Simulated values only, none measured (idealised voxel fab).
Module name: voxel wiring stack (process module)
This is section cut - it's 270 nm across, gridded in 5 nm square cells.
Square cells in a grid make up a cross-section in this document, and the grid is given as bands, listed from the top down, each one or more rows of cells.
Each band's line starts with the height of the band's top and of its bottom, in nm. Then come its materials from left to right, each with its width in nm. One material with "all across" fills the band from edge to edge. "air" is empty space.
All heights in this document are referenced to 0, defined as the level beneath which the wafer, as received, consists entirely of one material. The lowest band is not bounded below; it extends indefinitely downward and is written in the form "from 0 down".
Read "30->40" as a graded width: first number on top, second number at the bottom, same change between each pair of neighbouring rows.
Basically "nothing got changed" means that step didn't change any cell in the cross-section.
Entry "Enclosed void entries" = empty spaces >= 8 cells with no open way to the top; each as width x height at distance, distance from left edge, all nm.
Step line, after settings: the simulator's comment on this step.
Among the settings permitted on a step's line is "overlay nm"; applied to a step with a mask, it specifies the extent to which the mask lay to the right of its planned position, whereas a negative figure signifies a position to the left.
The steps planned for the process are as follows:
- 1: RECEIVE [material Si]
- 2: CONFORMAL_DEP [material SiO2] [thk nm 10]
- 3: DIRECTIONAL_DEP [material TiN] [thk nm 5]
- 4: DIRECTIONAL_DEP [material Ru] [thk nm 25]
- 5: DIRECTIONAL_DEP [material aC] [thk nm 10]
- 6: PATTERN [tone cover] [mask id METAL_1] [material resist] [width nm 20] [pitch nm 45] [thk nm 25] [overlay nm 0]
- 7: DIRECTIONAL_ETCH [etch materials aC] [depth nm 10]
- 8: STRIP [etch materials resist]
- 9: DIRECTIONAL_ETCH [etch materials Ru] [depth nm 25]
- 10: DIRECTIONAL_ETCH [etch materials TiN] [depth nm 5]
- 11: STRIP [etch materials aC]
- 12: CONFORMAL_DEP [material SiCN] [thk nm 5]
- 13: FILL_DEP [material SiO2] [thk nm 10]
- 14: CMP [height nm 40]
- 15: CONFORMAL_DEP [material SiCN] [thk nm 5]
- 16: DIRECTIONAL_DEP [material lowk] [thk nm 10]
- 17: PATTERN [tone open] [mask id PLUG_1] [material resist] [width nm 15] [pitch nm 90] [thk nm 20] [overlay nm 0]
- 18: DIRECTIONAL_ETCH [etch materials lowk] [depth nm 10]
- 19: DIRECTIONAL_ETCH [etch materials SiCN] [depth nm 5]
- 20: STRIP [etch materials resist]
- 21: CONFORMAL_DEP [material TiN] [thk nm 5]
- 22: FILL_DEP [material Ru] [thk nm 10]
- 23: CMP [height nm 55]
- 24: CONFORMAL_DEP [material SiCN] [thk nm 5]
- 25: DIRECTIONAL_DEP [material lowk] [thk nm 20]
- 26: PATTERN [tone open] [mask id METAL_2] [material resist] [width nm 20] [pitch nm 45] [thk nm 15] [overlay nm 0]
- 27: DIRECTIONAL_ETCH [etch materials lowk] [depth nm 20]
- 28: DIRECTIONAL_ETCH [etch materials SiCN] [depth nm 5]
- 29: STRIP [etch materials resist]
- 30: CONFORMAL_DEP [material TiN] [thk nm 5]
- 31: FILL_DEP [material W] [thk nm 10]
- 32: CMP [height nm 80]
- 33: CONFORMAL_DEP [material SiCN] [thk nm 5]
- 34: DIRECTIONAL_DEP [material lowk] [thk nm 30]
- 35: DIRECTIONAL_DEP [material aC] [thk nm 10]
- 36: PATTERN [tone open] [mask id METAL_3] [material resist] [width nm 20] [pitch nm 45] [thk nm 30] [overlay nm 0]
- 37: DIRECTIONAL_ETCH [etch materials aC] [depth nm 10]
- 38: STRIP [etch materials resist]
- 39: DIRECTIONAL_ETCH [etch materials lowk] [depth nm 20]
- 40: STRIP [etch materials aC]
- 41: DIRECTIONAL_DEP [material aC] [thk nm 10]
- 42: PATTERN [tone open] [mask id METAL_3_HOLES] [material resist] [width nm 15] [pitch nm 90] [thk nm 30] [overlay nm 0]
- 43: DIRECTIONAL_ETCH [etch materials aC] [depth nm 10]
- 44: STRIP [etch materials resist]
- 45: DIRECTIONAL_ETCH [etch materials lowk] [depth nm 10]
- 46: DIRECTIONAL_ETCH [etch materials SiCN] [depth nm 5]
- 47: STRIP [etch materials aC]
- 48: CONFORMAL_DEP [material TiN] [thk nm 5]
- 49: FILL_DEP [material Ru] [thk nm 10]
- 50: CMP [height nm 115]
- 51: CONFORMAL_DEP [material SiCN] [thk nm 5]
- 52: DIRECTIONAL_DEP [material SiO2] [thk nm 10]
- 53: DIRECTIONAL_DEP [material aC] [thk nm 15]
- 54: PATTERN [tone open] [mask id PLUG_3] [material resist] [width nm 15] [pitch nm 45] [thk nm 35] [overlay nm 0]
- 55: DIRECTIONAL_ETCH [etch materials aC] [depth nm 15]
- 56: STRIP [etch materials resist]
- 57: DIRECTIONAL_ETCH [etch materials SiO2] [depth nm 10]
- 58: DIRECTIONAL_ETCH [etch materials SiCN] [depth nm 5]
- 59: STRIP [etch materials aC]
- 60: EPI [material Ru] [thk nm 10]
- 61: EPI [material Ru] [thk nm 5]
- 62: CONFORMAL_DEP [material SiCN] [thk nm 5]
- 63: DIRECTIONAL_DEP [material SiO2] [thk nm 20]
- 64: PATTERN [tone open] [mask id METAL_4] [material resist] [width nm 20] [pitch nm 45] [thk nm 20] [overlay nm 0]
- 65: DIRECTIONAL_ETCH [etch materials SiO2] [depth nm 20]
- 66: DIRECTIONAL_ETCH [etch materials SiCN] [depth nm 5]
- 67: STRIP [etch materials resist]
- 68: CONFORMAL_DEP [material TiN] [thk nm 5]
- 69: FILL_DEP [material W] [thk nm 5]
- 70: CMP [height nm 155]
- 71: CONFORMAL_DEP [material SiCN] [thk nm 5]
This is the cross-section of the wafer as we received it, i.e. after step 1:
  from 0 down  Si all across
  Enclosed void entries: none
First of two wafers, end-of-module section, run followed plan:
  from 160 to 155  SiCN all across
  from 155 to 135  SiO2: 55; TiN: 5; W: 10; TiN: 5; SiO2: 25; TiN: 5; W: 10; TiN: 5; SiO2: 25; TiN: 5; W: 10; TiN: 5; SiO2: 25; TiN: 5; W: 10; TiN: 5; SiO2: 60
  from 135 to 130  SiCN: 55; TiN: 20; SiCN: 25; TiN: 20; SiCN: 25; TiN: 20; SiCN: 25; TiN: 20; SiCN: 60
  from 130 to 120  SiO2: 55; Ru: 15; SiO2: 30; Ru: 15; SiO2: 30; Ru: 15; SiO2: 30; Ru: 15; SiO2: 65
  from 120 to 115  SiCN: 55; Ru: 15; SiCN: 30; Ru: 15; SiCN: 30; Ru: 15; SiCN: 30; Ru: 15; SiCN: 65
  from 115 to 100  lowk: 55; TiN: 5; Ru: 10; TiN: 5; lowk: 25; TiN: 5; Ru: 10; TiN: 5; lowk: 25; TiN: 5; Ru: 10; TiN: 5; lowk: 25; TiN: 5; Ru: 10; TiN: 5; lowk: 60
  from 100 to 95  lowk: 55; TiN: 5; Ru: 5; TiN: 10; lowk: 25; TiN: 20; lowk: 25; TiN: 5; Ru: 5; TiN: 10; lowk: 25; TiN: 20; lowk: 60
  from 95 to 85  lowk: 55; TiN: 5; Ru: 5; TiN: 5; lowk: 75; TiN: 5; Ru: 5; TiN: 5; lowk: 110
  from 85 to 80  SiCN: 55; TiN: 15; SiCN: 75; TiN: 15; SiCN: 110
  from 80 to 60  lowk: 55; TiN: 5; W: 10; TiN: 5; lowk: 25; TiN: 5; W: 10; TiN: 5; lowk: 25; TiN: 5; W: 10; TiN: 5; lowk: 25; TiN: 5; W: 10; TiN: 5; lowk: 60
  from 60 to 55  SiCN: 55; TiN: 20; SiCN: 25; TiN: 20; SiCN: 25; TiN: 20; SiCN: 25; TiN: 20; SiCN: 60
  from 55 to 45  lowk: 55; TiN: 5; Ru: 5; TiN: 5; lowk: 75; TiN: 5; Ru: 5; TiN: 5; lowk: 110
  from 45 to 40  SiCN: 55; TiN: 15; SiCN: 75; TiN: 15; SiCN: 110
  from 40 to 15  SiO2: 50; SiCN: 5; Ru: 20; SiCN: 5; SiO2: 15; SiCN: 5; Ru: 20; SiCN: 5; SiO2: 15; SiCN: 5; Ru: 20; SiCN: 5; SiO2: 15; SiCN: 5; Ru: 20; SiCN: 5; SiO2: 55
  from 15 to 10  SiCN: 55; TiN: 20; SiCN: 25; TiN: 20; SiCN: 25; TiN: 20; SiCN: 25; TiN: 20; SiCN: 60
  from 10 to 0  SiO2 all across
  from 0 down  Si all across
  Enclosed void entries: none
Second of two wafers, module complete, sectioned: it shares the first wafer's start and plan but was run with one mistake:
  from 160 to 155  SiCN all across
  from 155 to 135  SiO2: 55; TiN: 5; W: 10; TiN: 5; SiO2: 25; TiN: 5; W: 10; TiN: 5; SiO2: 25; TiN: 5; W: 10; TiN: 5; SiO2: 25; TiN: 5; W: 10; TiN: 5; SiO2: 60
  from 135 to 130  SiCN: 55; TiN: 20; SiCN: 25; TiN: 20; SiCN: 25; TiN: 20; SiCN: 25; TiN: 20; SiCN: 60
  from 130 to 120  SiO2: 55; Ru: 15; SiO2: 30; Ru: 15; SiO2: 30; Ru: 15; SiO2: 30; Ru: 15; SiO2: 65
  from 120 to 115  SiCN: 55; Ru: 15; SiCN: 30; Ru: 15; SiCN: 30; Ru: 15; SiCN: 30; Ru: 15; SiCN: 65
  from 115 to 100  lowk: 55; TiN: 5; Ru: 10; TiN: 5; lowk: 25; TiN: 5; Ru: 10; TiN: 5; lowk: 25; TiN: 5; Ru: 10; TiN: 5; lowk: 25; TiN: 5; Ru: 10; TiN: 5; lowk: 60
  from 100 to 95  lowk: 55; TiN: 5; Ru: 5; TiN: 10; lowk: 25; TiN: 20; lowk: 25; TiN: 5; Ru: 5; TiN: 10; lowk: 25; TiN: 20; lowk: 60
  from 95 to 85  lowk: 55; TiN: 5; Ru: 5; TiN: 5; lowk: 75; TiN: 5; Ru: 5; TiN: 5; lowk: 110
  from 85 to 80  SiCN: 55; TiN: 15; SiCN: 75; TiN: 15; SiCN: 110
  from 80 to 60  W: 50; TiN: 5; lowk: 20; TiN: 5; W: 15; TiN: 5; lowk: 20; TiN: 5; W: 15; TiN: 5; lowk: 20; TiN: 5; W: 15; TiN: 5; lowk: 20; TiN: 5; W: 55
  from 60 to 55  TiN: 55; SiCN: 20; TiN: 25; SiCN: 20; TiN: 25; SiCN: 20; TiN: 25; SiCN: 20; TiN: 60
  from 55 to 45  lowk: 55; TiN: 5; Ru: 5; TiN: 5; lowk: 75; TiN: 5; Ru: 5; TiN: 5; lowk: 110
  from 45 to 40  SiCN: 55; TiN: 15; SiCN: 75; TiN: 15; SiCN: 110
  from 40 to 15  SiO2: 50; SiCN: 5; Ru: 20; SiCN: 5; SiO2: 15; SiCN: 5; Ru: 20; SiCN: 5; SiO2: 15; SiCN: 5; Ru: 20; SiCN: 5; SiO2: 15; SiCN: 5; Ru: 20; SiCN: 5; SiO2: 55
  from 15 to 10  SiCN: 55; TiN: 20; SiCN: 25; TiN: 20; SiCN: 25; TiN: 20; SiCN: 25; TiN: 20; SiCN: 60
  from 10 to 0  SiO2 all across
  from 0 down  Si all across
  Enclosed void entries: none
The plan and the run diverged here: it should be noted that step 26 was executed with settings other than those planned, the operation and settings actually applied being PATTERN [tone cover] [mask id METAL_2] [material resist] [width nm 20] [pitch nm 45] [thk nm 15] [overlay nm 0]
Heads up, by the end the second wafer has more or fewer cells of some materials compared to the first: 22 fewer of SiCN | 22 more of TiN | 88 more of W | 88 fewer of lowk
